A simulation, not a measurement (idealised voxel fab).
Proc. module: voxel fin reveal
Xsec cut, 200 nm wide, square cell size 5 nm.
A cross-section in this document is a grid of square cells, and it is written down as bands, the top band listed before the ones below it; a band is made up of one or more rows of cells. Read a band's entry like this: the first values are the height of its top and the height of its bottom in nm, and what follows is the sequence of materials from left to right, each with its width in nm. Note that "blank" is empty space, and that a single material marked "full width" reaches across the band from edge to edge. Where do heights start? At 0: under that level the wafer as delivered is made of one material only. And the lowest band has no floor; it just carries on downward, as in "0 and below". A width such as "30->40" changes by the same amount from each row of cells to the next, from the band's top row to its bottom row. "nothing was modified" means the step left every cell of the cross-section as it was. Empty spaces counting at least 8 cells and having no open way to the top are listed in "Enclosed internal voids". The notation width x height at distance is used for each, the distance being from the left edge and all three values in nm. What comes after the settings on a step's line is commentary from the simulator itself on that step. Among the settings permitted on a step's line is "overlay nm"; applied to a step with a mask, it specifies the extent to which the mask lay to the right of its planned position, whereas a negative figure signifies a position to the left.

[Process steps foreseen in the plan]
1) RECEIVE: material Si
2) CONFORMAL_DEP: material SiN, thk nm 10
3) MASKED_ETCH: tone cover, mask id FINS, width nm 15, pitch nm 35, etch materials SiN, depth nm 10, overlay nm 0
4) MASKED_ETCH: tone cover, mask id FINS, width nm 15, pitch nm 35, etch materials Si, depth nm 40, overlay nm 0
5) FILL_DEP: material SiO2, thk nm 15
6) CMP: height nm 10
7) SELECTIVE_ETCH: etch materials SiO2, depth nm 25
8) STRIP: etch materials SiN

[This is the cross-section of the wafer as we received it, i.e. after step 1]
* 0 and below: Si full width
* Enclosed internal voids: none

[Wafer cross-section at module end: first of two, run to plan]
* 0 down to -15: blank (75)  Si (15)  blank (20)  Si (15)  blank (75)
* -15 down to -40: SiO2 (75)  Si (15)  SiO2 (20)  Si (15)  SiO2 (75)
* -40 and below: Si full width
* Enclosed internal voids: none

[This is the second of the two wafers, cross-sectioned at the end of the module; it started exactly like the first and was given the same plan, but it was run with one mistake]
* 10 down to 0: blank (75)  SiN (15)  blank (20)  SiN (15)  blank (75)
* 0 down to -40: blank (75)  Si (15)  blank (20)  Si (15)  blank (75)
* -40 and below: Si full width
* Enclosed internal voids: none
Deviation noted in wafer processing: in deviation from the planned setting, step 8 was conducted as STRIP: etch materials SiO2
End check, counted in cells, second wafer has more or fewer of these materials than the first: 12 more of SiN | 170 fewer of SiO2
